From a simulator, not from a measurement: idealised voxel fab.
Process module under the name voxel trench capacitor
The cross-section on display is named cut; it measures 245 nm wide, and its cells are 5 nm squares.
Cross-section = grid of square cells, listed top down in bands; band = one or more rows. The entry gives the band's vertical extent as a top height and a bottom height in nm, then its horizontal make-up as materials from left to right, each with a width in nm. "empty" stands for empty space; a single material marked "throughout" fills the band edge to edge. Zero point of the height axis is 0; under it, received wafer = one material. Lowest band: continues down indefinitely, "top 0, no bottom". A width such as "30..40" changes by the same amount from each row of cells to the next, from the band's top row to its bottom row. Any step labelled "no change occurred" changed none of the cells in the cross-section. "Enclosed voids": empty spaces of 8 cells or more with no open way to the top, each given as width x height at distance, distance from the left edge, all in nm. Note: text after step settings on the step line = simulator remark on that step. The "overlay nm" setting may appear on a step's line; for a step that uses a mask, it gives how far to the right of its planned position the mask lay, and a negative value indicates the left.

### This section lists the process steps that were planned
1,RECEIVE, material Si
2,CONFORMAL_DEP, material SiN, thk nm 5
3,DIRECTIONAL_DEP, material aC, thk nm 15
4,PATTERN, tone open, mask id TRENCH, material resist, width nm 25, pitch nm 50, thk nm 30, overlay nm 0
5,DIRECTIONAL_ETCH, etch materials aC, depth nm 15
6,STRIP, etch materials resist
7,DIRECTIONAL_ETCH, etch materials SiN, depth nm 5
8,DIRECTIONAL_ETCH, etch materials Si, depth nm 25
9,STRIP, etch materials aC
10,CONFORMAL_DEP, material HfO2, thk nm 5
11,CONFORMAL_DEP, material TiN, thk nm 5
12,FILL_DEP, material W, thk nm 5
13,CMP, height nm 5

### Delivered wafer in cross-section: state after step 1
    top 0, no bottom = Si throughout
    Enclosed voids: none

### Wafer at module end, in section. Began as above, planned as above, run with one mistake
    top 15, bottom 10 = 70 TiN, then 5 W, then 45 TiN, then 5 W, then 45 TiN, then 5 W, then 70 TiN
    top 10, bottom 5 = 65 HfO2, then 5 TiN, then 5 W, then 5 TiN, then 35 HfO2, then 5 TiN, then 5 W, then 5 TiN, then 35 HfO2, then 5 TiN, then 5 W, then 5 TiN, then 65 HfO2
    top 5, bottom 0 = 60 SiN, then 5 HfO2, then 5 TiN, then 5 W, then 5 TiN, then 5 HfO2, then 25 SiN, then 5 HfO2, then 5 TiN, then 5 W, then 5 TiN, then 5 HfO2, then 25 SiN, then 5 HfO2, then 5 TiN, then 5 W, then 5 TiN, then 5 HfO2, then 60 SiN
    top 0, bottom -15 = 60 Si, then 5 HfO2, then 5 TiN, then 5 W, then 5 TiN, then 5 HfO2, then 25 Si, then 5 HfO2, then 5 TiN, then 5 W, then 5 TiN, then 5 HfO2, then 25 Si, then 5 HfO2, then 5 TiN, then 5 W, then 5 TiN, then 5 HfO2, then 60 Si
    top -15, bottom -20 = 60 Si, then 5 HfO2, then 15 TiN, then 5 HfO2, then 25 Si, then 5 HfO2, then 15 TiN, then 5 HfO2, then 25 Si, then 5 HfO2, then 15 TiN, then 5 HfO2, then 60 Si
    top -20, bottom -25 = 60 Si, then 25 HfO2, then 25 Si, then 25 HfO2, then 25 Si, then 25 HfO2, then 60 Si
    top -25, no bottom = Si throughout
    Enclosed voids: none
What was the processing mistake? step 13 did not happen as planned, as run it was CMP, height nm 15
